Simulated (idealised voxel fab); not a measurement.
The following process module bears the name voxel ribs on slabs.
155 nm wide, 5 nm square cells: that's cross-section cut.
We lay out every cross-section as a grid of square cells and spell it out in bands from the top down, where one band means one or more rows of cells. The entry gives the band's vertical extent as a top height and a bottom height in nm, then its horizontal make-up as materials from left to right, each with a width in nm. "blank" stands for empty space; a single material marked "all across" fills the band edge to edge. Zero point of the height axis is 0; under it, received wafer = one material. Lowest band: continues down indefinitely, "z 0 and below". The notation "30 to 40" denotes a width that varies across the rows of cells in the band, beginning at the first number in the top row, finishing at the second number in the bottom row, and changing by an identical amount from each row to the next. "nothing got changed" means the step left every cell of the cross-section as it was. You'll see "Entrapped void list" listing empty spaces that have no way open to the top, as long as they're 8 cells or more; the notation is width x height at distance, where the distance is from the left edge, and all of it is in nm. Note: text after step settings on the step line = simulator remark on that step. overlay nm: mask right of planned place by this much (step with mask). Neg. = left.

-- Below is the list of planned process steps
1,RECEIVE | material Si
2,DIRECTIONAL_DEP | material SiO2 | thk nm 25
3,DIRECTIONAL_DEP | material SiN | thk nm 25
4,DIRECTIONAL_DEP | material aC | thk nm 10
5,PATTERN | tone cover | mask id RIB | material resist | width nm 25 | thk nm 25 | overlay nm 0
6,DIRECTIONAL_ETCH | etch materials aC | depth nm 10
7,STRIP | etch materials resist
8,DIRECTIONAL_ETCH | etch materials SiN | depth nm 5
9,STRIP | etch materials aC
10,PATTERN | tone cover | mask id SLAB | material resist | width nm 65 | thk nm 15 | overlay nm 0
11,DIRECTIONAL_ETCH | etch materials SiN | depth nm 20
12,STRIP | etch materials resist
13,FILL_DEP | material SiO2 | thk nm 20
14,CMP | height nm 65
15,DIRECTIONAL_DEP | material TiN | thk nm 10
16,DIRECTIONAL_DEP | material aC | thk nm 10
17,PATTERN | tone cover | mask id HEATER | material resist | width nm 35 | thk nm 25 | overlay nm 0
18,DIRECTIONAL_ETCH | etch materials aC | depth nm 10
19,STRIP | etch materials resist
20,DIRECTIONAL_ETCH | etch materials TiN | depth nm 10
21,STRIP | etch materials aC
22,CONFORMAL_DEP | material SiO2 | thk nm 5

-- The first of the two wafers, which ran as planned

-- Delivered wafer in cross-section: state after step 1
z 0 and below = Si all across
Entrapped void list: none

-- How the wafer stands in section after step 2
z 25 to 0 = SiO2 all across
Nothing below the height 0 has changed.

-- How the wafer stands in section after step 3
z 50 to 25 = SiN all across
Nothing below the height 25 has changed.

-- How the wafer stands in section after step 4
z 60 to 50 = aC all across
Nothing below the height 50 has changed.

-- How the wafer stands in section after step 5
z 85 to 60 = blank 65 | resist 25 | blank 65
Nothing below the height 60 has changed.

-- How the wafer stands in section after step 6
z 75 to 60 = blank 65 | resist 25 | blank 65
z 60 to 50 = blank 65 | aC 25 | blank 65
Nothing below the height 50 has changed.

-- How the wafer stands in section after step 7
z 60 to 50 = blank 65 | aC 25 | blank 65
Nothing below the height 50 has changed.

-- How the wafer stands in section after step 8
z 60 to 50 = blank 65 | aC 25 | blank 65
z 50 to 45 = blank 65 | SiN 25 | blank 65
Nothing below the height 45 has changed.

-- How the wafer stands in section after step 9
z 50 to 45 = blank 65 | SiN 25 | blank 65
Nothing below the height 45 has changed.

-- How the wafer stands in section after step 10
z 65 to 50 = blank 45 | resist 65 | blank 45
z 50 to 45 = blank 45 | resist 20 | SiN 25 | resist 20 | blank 45
Nothing below the height 45 has changed.

-- How the wafer stands in section after step 11
z 65 to 50 = blank 45 | resist 65 | blank 45
z 50 to 45 = blank 45 | resist 20 | SiN 25 | resist 20 | blank 45
z 45 to 25 = blank 45 | SiN 65 | blank 45
Nothing below the height 25 has changed.

-- How the wafer stands in section after step 12
z 50 to 45 = blank 65 | SiN 25 | blank 65
Nothing below the height 45 has changed.

-- How the wafer stands in section after step 13
z 70 to 50 = SiO2 all across
z 50 to 45 = SiO2 65 | SiN 25 | SiO2 65
z 45 to 25 = SiO2 45 | SiN 65 | SiO2 45
Nothing below the height 25 has changed.

-- How the wafer stands in section after step 14
z 65 to 50 = SiO2 all across
Nothing below the height 50 has changed.

-- How the wafer stands in section after step 15
z 75 to 65 = TiN all across
Nothing below the height 65 has changed.

-- How the wafer stands in section after step 16
z 85 to 75 = aC all across
Nothing below the height 75 has changed.

-- How the wafer stands in section after step 17
z 110 to 85 = blank 60 | resist 35 | blank 60
Nothing below the height 85 has changed.

-- How the wafer stands in section after step 18
z 100 to 85 = blank 60 | resist 35 | blank 60
z 85 to 75 = blank 60 | aC 35 | blank 60
Nothing below the height 75 has changed.

-- How the wafer stands in section after step 19
z 85 to 75 = blank 60 | aC 35 | blank 60
Nothing below the height 75 has changed.

-- How the wafer stands in section after step 20
z 85 to 75 = blank 60 | aC 35 | blank 60
z 75 to 65 = blank 60 | TiN 35 | blank 60
Nothing below the height 65 has changed.

-- How the wafer stands in section after step 21
z 75 to 65 = blank 60 | TiN 35 | blank 60
Nothing below the height 65 has changed.

-- How the wafer stands in section after step 22
z 80 to 75 = blank 55 | SiO2 45 | blank 55
z 75 to 70 = blank 55 | SiO2 5 | TiN 35 | SiO2 5 | blank 55
z 70 to 65 = SiO2 60 | TiN 35 | SiO2 60
Nothing below the height 65 has changed.

-- Companion wafer, the second of two: same beginning, same intended sequence, one mistake in carrying it out; through step 21 inclusive it tracks the first exactly

X-section, second wafer, when step 22 was due to finish: nothing got changed
Which mistake was made when the wafer was run? step 22 of the plan was jumped over and never run
Bottom line after processing is that, in cells, the second wafer is up or down on some materials versus the first: -35 SiO2
